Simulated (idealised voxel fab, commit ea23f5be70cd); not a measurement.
voxel capacitor over wiring: a process module
Section cut is 235 nm wide and gridded with 5 nm square cells.
If you're reading a cross-section in this doc, picture square cells in a grid; it comes to you as bands, top ones listed first down to the bottom, and a band can be one or more rows of cells. Heights first: top, then bottom, in nm. Then materials, left to right, each with a width in nm. "edge to edge" on a single material: fills the band edge to edge. "air": empty space. Heights from 0 (as-received wafer is one material below). Bottom band endless downward, as "0 nm and below". A width given as "30->40" starts at the first number in the band's top row and ends at the second number in its bottom row, shifting by an equal amount at every step from row to row. Key: "nothing altered" - step with no changed cell in the cross-section. "Closed void list" contains a list of empty spaces, each no smaller than 8 cells and without an open way to the top, written in the form width x height at distance with the distance from the left edge and all three in nm. Step line, after settings: the simulator's comment on this step. Regarding "overlay nm": on a step with a mask, it is the distance the mask lay to the right of its planned place; a negative value places it to the left.
## Below is the list of planned process steps
1. RECEIVE [material Si]
2. CONFORMAL_DEP [material SiO2] [thk nm 10]
3. DIRECTIONAL_DEP [material TiN] [thk nm 5]
4. DIRECTIONAL_DEP [material Ru] [thk nm 25]
5. DIRECTIONAL_DEP [material aC] [thk nm 10]
6. PATTERN [tone cover] [mask id METAL_1] [material resist] [width nm 30] [pitch nm 90] [thk nm 25] [overlay nm 0]
7. DIRECTIONAL_ETCH [etch materials aC] [depth nm 10]
8. STRIP [etch materials resist]
9. DIRECTIONAL_ETCH [etch materials Ru] [depth nm 25]
10. DIRECTIONAL_ETCH [etch materials TiN] [depth nm 5]
11. STRIP [etch materials aC]
12. CONFORMAL_DEP [material SiN] [thk nm 5]
13. FILL_DEP [material SiO2] [thk nm 5]
14. CMP [height nm 40]
15. CONFORMAL_DEP [material SiCN] [thk nm 5]
16. DIRECTIONAL_DEP [material lowk] [thk nm 10]
17. DIRECTIONAL_DEP [material aC] [thk nm 10]
18. PATTERN [tone open] [mask id PLUG_1] [material resist] [width nm 15] [thk nm 25] [overlay nm 0]
19. DIRECTIONAL_ETCH [etch materials aC] [depth nm 10]
20. STRIP [etch materials resist]
21. DIRECTIONAL_ETCH [etch materials lowk] [depth nm 10]
22. DIRECTIONAL_ETCH [etch materials SiCN] [depth nm 5]
23. STRIP [etch materials aC]
24. EPI [material Ru] [thk nm 10]
25. EPI [material Ru] [thk nm 5]
26. DIRECTIONAL_DEP [material TiN] [thk nm 10]
27. DIRECTIONAL_DEP [material Al2O3] [thk nm 5]
28. DIRECTIONAL_DEP [material TiN] [thk nm 10]
29. PATTERN [tone cover] [mask id UPPER_PLATE] [material resist] [width nm 65] [thk nm 20] [overlay nm 0]
30. DIRECTIONAL_ETCH [etch materials TiN] [depth nm 10]
31. DIRECTIONAL_ETCH [etch materials Al2O3] [depth nm 5]
32. STRIP [etch materials resist]
33. DIRECTIONAL_DEP [material aC] [thk nm 15]
34. PATTERN [tone cover] [mask id LOWER_PLATE] [material resist] [width nm 75] [thk nm 35] [overlay nm 0]
35. DIRECTIONAL_ETCH [etch materials aC] [depth nm 15]
36. STRIP [etch materials resist]
37. DIRECTIONAL_ETCH [etch materials TiN] [depth nm 10]
38. STRIP [etch materials aC]
39. FILL_DEP [material SiO2] [thk nm 15]
40. CMP [height nm 90]
41. MASKED_ETCH [tone open] [mask id PLUG_2] [width nm 15] [etch materials SiO2] [depth nm 10] [overlay nm 0]
42. CONFORMAL_DEP [material TiN] [thk nm 5]
43. FILL_DEP [material W] [thk nm 5]
44. CMP [height nm 90]
45. CONFORMAL_DEP [material SiCN] [thk nm 5]
## Concerning the first of two wafers, which was run in accordance with the plan
## As-received state of the wafer in cross-section, equivalent to post-step 1
  0 nm and below  Si edge to edge
  Closed void list: none
## Cross-section through the wafer, step 2 finished
  10 nm to 0 nm  SiO2 edge to edge
  Heights below 0 show no change.
## Cross-section through the wafer, step 3 finished
  15 nm to 10 nm  TiN edge to edge
  Heights below 10 show no change.
## Cross-section through the wafer, step 4 finished
  40 nm to 15 nm  Ru edge to edge
  Heights below 15 show no change.
## Cross-section through the wafer, step 5 finished
  50 nm to 40 nm  aC edge to edge
  Heights below 40 show no change.
## Cross-section through the wafer, step 6 finished
  75 nm to 50 nm  air 55 nm | resist 30 nm | air 60 nm | resist 30 nm | air 60 nm
  Heights below 50 show no change.
## Cross-section through the wafer, step 7 finished
  65 nm to 50 nm  air 55 nm | resist 30 nm | air 60 nm | resist 30 nm | air 60 nm
  50 nm to 40 nm  air 55 nm | aC 30 nm | air 60 nm | aC 30 nm | air 60 nm
  Heights below 40 show no change.
## Cross-section through the wafer, step 8 finished
  50 nm to 40 nm  air 55 nm | aC 30 nm | air 60 nm | aC 30 nm | air 60 nm
  Heights below 40 show no change.
## Cross-section through the wafer, step 9 finished
  50 nm to 40 nm  air 55 nm | aC 30 nm | air 60 nm | aC 30 nm | air 60 nm
  40 nm to 15 nm  air 55 nm | Ru 30 nm | air 60 nm | Ru 30 nm | air 60 nm
  Heights below 15 show no change.
## Cross-section through the wafer, step 10 finished
  50 nm to 40 nm  air 55 nm | aC 30 nm | air 60 nm | aC 30 nm | air 60 nm
  40 nm to 15 nm  air 55 nm | Ru 30 nm | air 60 nm | Ru 30 nm | air 60 nm
  15 nm to 10 nm  air 55 nm | TiN 30 nm | air 60 nm | TiN 30 nm | air 60 nm
  Heights below 10 show no change.
## Cross-section through the wafer, step 11 finished
  40 nm to 15 nm  air 55 nm | Ru 30 nm | air 60 nm | Ru 30 nm | air 60 nm
  Heights below 15 show no change.
## Cross-section through the wafer, step 12 finished
  45 nm to 40 nm  air 50 nm | SiN 40 nm | air 50 nm | SiN 40 nm | air 55 nm
  40 nm to 15 nm  air 50 nm | SiN 5 nm | Ru 30 nm | SiN 5 nm | air 50 nm | SiN 5 nm | Ru 30 nm | SiN 5 nm | air 55 nm
  15 nm to 10 nm  SiN 55 nm | TiN 30 nm | SiN 60 nm | TiN 30 nm | SiN 60 nm
  Heights below 10 show no change.
## Cross-section through the wafer, step 13 finished
  50 nm to 45 nm  SiO2 edge to edge
  45 nm to 40 nm  SiO2 50 nm | SiN 40 nm | SiO2 50 nm | SiN 40 nm | SiO2 55 nm
  40 nm to 15 nm  SiO2 50 nm | SiN 5 nm | Ru 30 nm | SiN 5 nm | SiO2 50 nm | SiN 5 nm | Ru 30 nm | SiN 5 nm | SiO2 55 nm
  Heights below 15 show no change.
## Cross-section through the wafer, step 14 finished
  40 nm to 15 nm  SiO2 50 nm | SiN 5 nm | Ru 30 nm | SiN 5 nm | SiO2 50 nm | SiN 5 nm | Ru 30 nm | SiN 5 nm | SiO2 55 nm
  Heights below 15 show no change.
## Cross-section through the wafer, step 15 finished
  45 nm to 40 nm  SiCN edge to edge
  Heights below 40 show no change.
## Cross-section through the wafer, step 16 finished
  55 nm to 45 nm  lowk edge to edge
  Heights below 45 show no change.
## Cross-section through the wafer, step 17 finished
  65 nm to 55 nm  aC edge to edge
  Heights below 55 show no change.
## Cross-section through the wafer, step 18 finished
  90 nm to 65 nm  resist 70 nm | air 15 nm | resist 150 nm
  Heights below 65 show no change.
## Cross-section through the wafer, step 19 finished
  80 nm to 65 nm  resist 70 nm | air 15 nm | resist 150 nm
  65 nm to 55 nm  aC 70 nm | air 15 nm | aC 150 nm
  Heights below 55 show no change.
## Cross-section through the wafer, step 20 finished
  65 nm to 55 nm  aC 70 nm | air 15 nm | aC 150 nm
  Heights below 55 show no change.
## Cross-section through the wafer, step 21 finished
  65 nm to 55 nm  aC 70 nm | air 15 nm | aC 150 nm
  55 nm to 45 nm  lowk 70 nm | air 15 nm | lowk 150 nm
  Heights below 45 show no change.
## Cross-section through the wafer, step 22 finished
  65 nm to 55 nm  aC 70 nm | air 15 nm | aC 150 nm
  55 nm to 45 nm  lowk 70 nm | air 15 nm | lowk 150 nm
  45 nm to 40 nm  SiCN 70 nm | air 15 nm | SiCN 150 nm
  Heights below 40 show no change.
## Cross-section through the wafer, step 23 finished
  55 nm to 45 nm  lowk 70 nm | air 15 nm | lowk 150 nm
  Heights below 45 show no change.
## Cross-section through the wafer, step 24 finished
  55 nm to 50 nm  lowk 70 nm | air 15 nm | lowk 150 nm
  50 nm to 45 nm  lowk 70 nm | Ru 15 nm | lowk 150 nm
  45 nm to 40 nm  SiCN 70 nm | Ru 15 nm | SiCN 150 nm
  Heights below 40 show no change.
## Cross-section through the wafer, step 25 finished
  55 nm to 45 nm  lowk 70 nm | Ru 15 nm | lowk 150 nm
  Heights below 45 show no change.
## Cross-section through the wafer, step 26 finished
  65 nm to 55 nm  TiN edge to edge
  Heights below 55 show no change.
## Cross-section through the wafer, step 27 finished
  70 nm to 65 nm  Al2O3 edge to edge
  Heights below 65 show no change.
## Cross-section through the wafer, step 28 finished
  80 nm to 70 nm  TiN edge to edge
  Heights below 70 show no change.
## Cross-section through the wafer, step 29 finished
  100 nm to 80 nm  air 70 nm | resist 65 nm | air 100 nm
  Heights below 80 show no change.
## Cross-section through the wafer, step 30 finished
  100 nm to 80 nm  air 70 nm | resist 65 nm | air 100 nm
  80 nm to 70 nm  air 70 nm | TiN 65 nm | air 100 nm
  Heights below 70 show no change.
## Cross-section through the wafer, step 31 finished
  100 nm to 80 nm  air 70 nm | resist 65 nm | air 100 nm
  80 nm to 70 nm  air 70 nm | TiN 65 nm | air 100 nm
  70 nm to 65 nm  air 70 nm | Al2O3 65 nm | air 100 nm
  Heights below 65 show no change.
## Cross-section through the wafer, step 32 finished
  80 nm to 70 nm  air 70 nm | TiN 65 nm | air 100 nm
  Heights below 70 show no change.
## Cross-section through the wafer, step 33 finished
  95 nm to 80 nm  air 70 nm | aC 65 nm | air 100 nm
  80 nm to 70 nm  aC 70 nm | TiN 65 nm | aC 100 nm
  70 nm to 65 nm  aC 70 nm | Al2O3 65 nm | aC 100 nm
  Heights below 65 show no change.
## Cross-section through the wafer, step 34 finished
  130 nm to 95 nm  air 65 nm | resist 75 nm | air 95 nm
  95 nm to 80 nm  air 65 nm | resist 5 nm | aC 65 nm | resist 5 nm | air 95 nm
  Heights below 80 show no change.
## Cross-section through the wafer, step 35 finished
  115 nm to 95 nm  air 65 nm | resist 75 nm | air 95 nm
  95 nm to 80 nm  air 65 nm | resist 5 nm | aC 65 nm | resist 5 nm | air 95 nm
  80 nm to 70 nm  air 65 nm | aC 5 nm | TiN 65 nm | aC 5 nm | air 95 nm
  70 nm to 65 nm  air 65 nm | aC 5 nm | Al2O3 65 nm | aC 5 nm | air 95 nm
  Heights below 65 show no change.
## Cross-section through the wafer, step 36 finished
  95 nm to 80 nm  air 70 nm | aC 65 nm | air 100 nm
  Heights below 80 show no change.
## Cross-section through the wafer, step 37 finished
  95 nm to 80 nm  air 70 nm | aC 65 nm | air 100 nm
  80 nm to 70 nm  air 65 nm | aC 5 nm | TiN 65 nm | aC 5 nm | air 95 nm
  70 nm to 65 nm  air 65 nm | aC 5 nm | Al2O3 65 nm | aC 5 nm | air 95 nm
  65 nm to 55 nm  air 65 nm | TiN 75 nm | air 95 nm
  Heights below 55 show no change.
## Cross-section through the wafer, step 38 finished
  80 nm to 70 nm  air 70 nm | TiN 65 nm | air 100 nm
  70 nm to 65 nm  air 70 nm | Al2O3 65 nm | air 100 nm
  Heights below 65 show no change.
## Cross-section through the wafer, step 39 finished
  95 nm to 80 nm  SiO2 edge to edge
  80 nm to 70 nm  SiO2 70 nm | TiN 65 nm | SiO2 100 nm
  70 nm to 65 nm  SiO2 70 nm | Al2O3 65 nm | SiO2 100 nm
  65 nm to 55 nm  SiO2 65 nm | TiN 75 nm | SiO2 95 nm
  Heights below 55 show no change.
## Cross-section through the wafer, step 40 finished
  90 nm to 80 nm  SiO2 edge to edge
  Heights below 80 show no change.
## Cross-section through the wafer, step 41 finished
  90 nm to 80 nm  SiO2 80 nm | air 15 nm | SiO2 140 nm
  Heights below 80 show no change.
## Cross-section through the wafer, step 42 finished
  95 nm to 90 nm  TiN 85 nm | air 5 nm | TiN 145 nm
  90 nm to 85 nm  SiO2 80 nm | TiN 5 nm | air 5 nm | TiN 5 nm | SiO2 140 nm
  85 nm to 80 nm  SiO2 80 nm | TiN 15 nm | SiO2 140 nm
  Heights below 80 show no change.
## Cross-section through the wafer, step 43 finished
  100 nm to 95 nm  W edge to edge
  95 nm to 90 nm  TiN 85 nm | W 5 nm | TiN 145 nm
  90 nm to 85 nm  SiO2 80 nm | TiN 5 nm | W 5 nm | TiN 5 nm | SiO2 140 nm
  Heights below 85 show no change.
## Cross-section through the wafer, step 44 finished
  90 nm to 85 nm  SiO2 80 nm | TiN 5 nm | W 5 nm | TiN 5 nm | SiO2 140 nm
  Heights below 85 show no change.
## Cross-section through the wafer, step 45 finished
  95 nm to 90 nm  SiCN edge to edge
  Heights below 90 show no change.
## Second wafer, same starting conditions and recipe as the first, one mistake in executing it, nothing differs from the first up to and including step 3
## Cross-section of the second wafer at the time step 4 of the plan should have ended
  40 nm to 15 nm  lowk edge to edge
  Heights below 15 show no change.
## Cross-section of the second wafer at the time step 5 of the plan should have ended
  50 nm to 40 nm  aC edge to edge
  Heights below 40 show no change.
## Cross-section of the second wafer at the time step 6 of the plan should have ended
  75 nm to 50 nm  air 55 nm | resist 30 nm | air 60 nm | resist 30 nm | air 60 nm
  Heights below 50 show no change.
## Cross-section of the second wafer at the time step 7 of the plan should have ended
  65 nm to 50 nm  air 55 nm | resist 30 nm | air 60 nm | resist 30 nm | air 60 nm
  50 nm to 40 nm  air 55 nm | aC 30 nm | air 60 nm | aC 30 nm | air 60 nm
  Heights below 40 show no change.
## Cross-section of the second wafer at the time step 8 of the plan should have ended
  50 nm to 40 nm  air 55 nm | aC 30 nm | air 60 nm | aC 30 nm | air 60 nm
  Heights below 40 show no change.
Cross-section of the second wafer at the time step 9 of the plan should have ended: nothing altered
Cross-section of the second wafer at the time step 10 of the plan should have ended: nothing altered
## Cross-section of the second wafer at the time step 11 of the plan should have ended
  40 nm to 15 nm  lowk edge to edge
  Heights below 15 show no change.
## Cross-section of the second wafer at the time step 12 of the plan should have ended
  45 nm to 40 nm  SiN edge to edge
  Heights below 40 show no change.
## Cross-section of the second wafer at the time step 13 of the plan should have ended
  50 nm to 45 nm  SiO2 edge to edge
  Heights below 45 show no change.
## Cross-section of the second wafer at the time step 14 of the plan should have ended
  40 nm to 15 nm  lowk edge to edge
  Heights below 15 show no change.
## Cross-section of the second wafer at the time step 15 of the plan should have ended
  45 nm to 40 nm  SiCN edge to edge
  Heights below 40 show no change.
## Cross-section of the second wafer at the time step 16 of the plan should have ended
  55 nm to 45 nm  lowk edge to edge
  Heights below 45 show no change.
## Cross-section of the second wafer at the time step 17 of the plan should have ended
  65 nm to 55 nm  aC edge to edge
  Heights below 55 show no change.
## Cross-section of the second wafer at the time step 18 of the plan should have ended
  90 nm to 65 nm  resist 70 nm | air 15 nm | resist 150 nm
  Heights below 65 show no change.
## Cross-section of the second wafer at the time step 19 of the plan should have ended
  80 nm to 65 nm  resist 70 nm | air 15 nm | resist 150 nm
  65 nm to 55 nm  aC 70 nm | air 15 nm | aC 150 nm
  Heights below 55 show no change.
## Cross-section of the second wafer at the time step 20 of the plan should have ended
  65 nm to 55 nm  aC 70 nm | air 15 nm | aC 150 nm
  Heights below 55 show no change.
## Cross-section of the second wafer at the time step 21 of the plan should have ended
  65 nm to 55 nm  aC 70 nm | air 15 nm | aC 150 nm
  55 nm to 45 nm  lowk 70 nm | air 15 nm | lowk 150 nm
  Heights below 45 show no change.
## Cross-section of the second wafer at the time step 22 of the plan should have ended
  65 nm to 55 nm  aC 70 nm | air 15 nm | aC 150 nm
  55 nm to 45 nm  lowk 70 nm | air 15 nm | lowk 150 nm
  45 nm to 40 nm  SiCN 70 nm | air 15 nm | SiCN 150 nm
  Heights below 40 show no change.
## Cross-section of the second wafer at the time step 23 of the plan should have ended
  55 nm to 45 nm  lowk 70 nm | air 15 nm | lowk 150 nm
  Heights below 45 show no change.
Cross-section of the second wafer at the time step 24 of the plan should have ended: nothing altered
Cross-section of the second wafer at the time step 25 of the plan should have ended: nothing altered
## Cross-section of the second wafer at the time step 26 of the plan should have ended
  65 nm to 55 nm  TiN 70 nm | air 15 nm | TiN 150 nm
  55 nm to 50 nm  lowk 70 nm | air 15 nm | lowk 150 nm
  50 nm to 45 nm  lowk 70 nm | TiN 15 nm | lowk 150 nm
  45 nm to 40 nm  SiCN 70 nm | TiN 15 nm | SiCN 150 nm
  Heights below 40 show no change.
## Cross-section of the second wafer at the time step 27 of the plan should have ended
  70 nm to 65 nm  Al2O3 70 nm | air 15 nm | Al2O3 150 nm
  65 nm to 55 nm  TiN 70 nm | air 15 nm | TiN 150 nm
  55 nm to 50 nm  lowk 70 nm | Al2O3 15 nm | lowk 150 nm
  Heights below 50 show no change.
## Cross-section of the second wafer at the time step 28 of the plan should have ended
  80 nm to 70 nm  TiN 70 nm | air 15 nm | TiN 150 nm
  70 nm to 65 nm  Al2O3 70 nm | air 15 nm | Al2O3 150 nm
  65 nm to 55 nm  TiN edge to edge
  Heights below 55 show no change.
## Cross-section of the second wafer at the time step 29 of the plan should have ended
  100 nm to 80 nm  air 70 nm | resist 65 nm | air 100 nm
  80 nm to 70 nm  TiN 70 nm | resist 15 nm | TiN 150 nm
  70 nm to 65 nm  Al2O3 70 nm | resist 15 nm | Al2O3 150 nm
  Heights below 65 show no change.
## Cross-section of the second wafer at the time step 30 of the plan should have ended
  100 nm to 80 nm  air 70 nm | resist 65 nm | air 100 nm
  80 nm to 70 nm  air 70 nm | resist 15 nm | TiN 50 nm | air 100 nm
  Heights below 70 show no change.
## Cross-section of the second wafer at the time step 31 of the plan should have ended
  100 nm to 80 nm  air 70 nm | resist 65 nm | air 100 nm
  80 nm to 70 nm  air 70 nm | resist 15 nm | TiN 50 nm | air 100 nm
  70 nm to 65 nm  air 70 nm | resist 15 nm | Al2O3 50 nm | air 100 nm
  Heights below 65 show no change.
## Cross-section of the second wafer at the time step 32 of the plan should have ended
  80 nm to 70 nm  air 85 nm | TiN 50 nm | air 100 nm
  70 nm to 65 nm  air 85 nm | Al2O3 50 nm | air 100 nm
  Heights below 65 show no change.
## Cross-section of the second wafer at the time step 33 of the plan should have ended
  95 nm to 80 nm  air 85 nm | aC 50 nm | air 100 nm
  80 nm to 70 nm  aC 85 nm | TiN 50 nm | aC 100 nm
  70 nm to 65 nm  aC 85 nm | Al2O3 50 nm | aC 100 nm
  Heights below 65 show no change.
## Cross-section of the second wafer at the time step 34 of the plan should have ended
  130 nm to 95 nm  air 65 nm | resist 75 nm | air 95 nm
  95 nm to 80 nm  air 65 nm | resist 20 nm | aC 50 nm | resist 5 nm | air 95 nm
  Heights below 80 show no change.
## Cross-section of the second wafer at the time step 35 of the plan should have ended
  115 nm to 95 nm  air 65 nm | resist 75 nm | air 95 nm
  95 nm to 80 nm  air 65 nm | resist 20 nm | aC 50 nm | resist 5 nm | air 95 nm
  80 nm to 70 nm  air 65 nm | aC 20 nm | TiN 50 nm | aC 5 nm | air 95 nm
  70 nm to 65 nm  air 65 nm | aC 20 nm | Al2O3 50 nm | aC 5 nm | air 95 nm
  Heights below 65 show no change.
## Cross-section of the second wafer at the time step 36 of the plan should have ended
  95 nm to 80 nm  air 85 nm | aC 50 nm | air 100 nm
  Heights below 80 show no change.
## Cross-section of the second wafer at the time step 37 of the plan should have ended
  95 nm to 80 nm  air 85 nm | aC 50 nm | air 100 nm
  80 nm to 70 nm  air 65 nm | aC 20 nm | TiN 50 nm | aC 5 nm | air 95 nm
  70 nm to 65 nm  air 65 nm | aC 20 nm | Al2O3 50 nm | aC 5 nm | air 95 nm
  65 nm to 55 nm  air 65 nm | TiN 75 nm | air 95 nm
  Heights below 55 show no change.
## Cross-section of the second wafer at the time step 38 of the plan should have ended
  80 nm to 70 nm  air 85 nm | TiN 50 nm | air 100 nm
  70 nm to 65 nm  air 85 nm | Al2O3 50 nm | air 100 nm
  Heights below 65 show no change.
## Cross-section of the second wafer at the time step 39 of the plan should have ended
  95 nm to 80 nm  SiO2 edge to edge
  80 nm to 70 nm  SiO2 85 nm | TiN 50 nm | SiO2 100 nm
  70 nm to 65 nm  SiO2 85 nm | Al2O3 50 nm | SiO2 100 nm
  65 nm to 55 nm  SiO2 65 nm | TiN 75 nm | SiO2 95 nm
  Heights below 55 show no change.
## Cross-section of the second wafer at the time step 40 of the plan should have ended
  90 nm to 80 nm  SiO2 edge to edge
  Heights below 80 show no change.
## Cross-section of the second wafer at the time step 41 of the plan should have ended
  90 nm to 80 nm  SiO2 80 nm | air 15 nm | SiO2 140 nm
  Heights below 80 show no change.
## Cross-section of the second wafer at the time step 42 of the plan should have ended
  95 nm to 90 nm  TiN 85 nm | air 5 nm | TiN 145 nm
  90 nm to 85 nm  SiO2 80 nm | TiN 5 nm | air 5 nm | TiN 5 nm | SiO2 140 nm
  85 nm to 80 nm  SiO2 80 nm | TiN 15 nm | SiO2 140 nm
  Heights below 80 show no change.
## Cross-section of the second wafer at the time step 43 of the plan should have ended
  100 nm to 95 nm  W edge to edge
  95 nm to 90 nm  TiN 85 nm | W 5 nm | TiN 145 nm
  90 nm to 85 nm  SiO2 80 nm | TiN 5 nm | W 5 nm | TiN 5 nm | SiO2 140 nm
  Heights below 85 show no change.
## Cross-section of the second wafer at the time step 44 of the plan should have ended
  90 nm to 85 nm  SiO2 80 nm | TiN 5 nm | W 5 nm | TiN 5 nm | SiO2 140 nm
  Heights below 85 show no change.
## Cross-section of the second wafer at the time step 45 of the plan should have ended
  95 nm to 90 nm  SiCN edge to edge
  Heights below 90 show no change.
Against the plan, the run slipped here: step 4 ran as: DIRECTIONAL_DEP [material lowk] [thk nm 25]
The closing comparison, in cells, has the second wafer with more or fewer of some materials than the first: -69 Ru; -55 SiN; -146 SiO2; +35 TiN; +235 lowk
